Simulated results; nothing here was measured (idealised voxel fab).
This is a process module. Its name is voxel self aligned contacts.
It is cross-section cut that appears here, measuring 270 nm in width, its square cells being 5 nm in size.
Cross-section format: a grid of square cells, given as bands from top to bottom; each band is one or more rows of cells. Heights first: top, then bottom, in nm. Then materials, left to right, each with a width in nm. "everywhere" on a single material: fills the band edge to edge. "empty": empty space. For the purposes of this specification, 0 denotes the height below which the wafer in its as-received condition is composed wholly of one material, and the lowermost band, lacking a lower limit, extends downward without end, as expressed in "z 0 and below". Width "30->40": first value at the band's top row of cells, second value at its bottom row, equal change from row to row. Any step labelled "nothing got changed" changed none of the cells in the cross-section. In the "Enclosed cavity list" entry, you get each enclosed empty space of 8 cells or more, one with no open way to the top, written width x height at distance, distance from the left edge, in nm. That trailing text on a step's line, after the settings, is the simulator's own remark on the step. If you see "overlay nm" on a step's line and that step has a mask, it's telling you how far right of where it was planned the mask ended up; a negative number means it went left instead.
### Planned process steps
1) RECEIVE with material Si
2) OXIDIZE with depth nm 5
3) DIRECTIONAL_DEP with material polySi, thk nm 20
4) DIRECTIONAL_DEP with material SiN, thk nm 20
5) MASKED_ETCH with tone cover, mask id GATE, width nm 25, pitch nm 60, etch materials SiN, depth nm 20, overlay nm 0
6) MASKED_ETCH with tone cover, mask id GATE, width nm 25, pitch nm 60, etch materials polySi, depth nm 20, overlay nm 0
7) CONFORMAL_DEP with material SiN, thk nm 5
8) DIRECTIONAL_ETCH with etch materials SiN, depth nm 5
9) FILL_DEP with material SiO2, thk nm 10
10) CMP with height nm 45
11) PATTERN with tone open, mask id CONTACT, material resist, width nm 45, thk nm 15, overlay nm 0
12) DIRECTIONAL_ETCH with etch materials SiO2, depth nm 50
13) STRIP with etch materials resist
14) CONFORMAL_DEP with material TiN, thk nm 5
15) FILL_DEP with material W, thk nm 5
16) CMP with height nm 45
17) CONFORMAL_DEP with material SiCN, thk nm 5
### This is the cross-section of the wafer as we received it, i.e. after step 1
* z 0 and below  Si everywhere
* Enclosed cavity list: none
### Module complete, cross-section. Starting point and plan per above. One mistake made in running the module
* z 50 to 45  SiCN everywhere
* z 45 to 25  SiO2 110  TiN 5  W 35  TiN 5  SiO2 115
* z 25 to 20  SiO2 110  TiN 45  SiO2 115
* z 20 to 0  polySi everywhere
* z 0 to -5  SiO2 everywhere
* z -5 and below  Si everywhere
* Enclosed cavity list: none
So what did we get wrong on this run? step 4 ran with different settings than intended, the actual operation and settings being DIRECTIONAL_DEP with material SiO2, thk nm 20
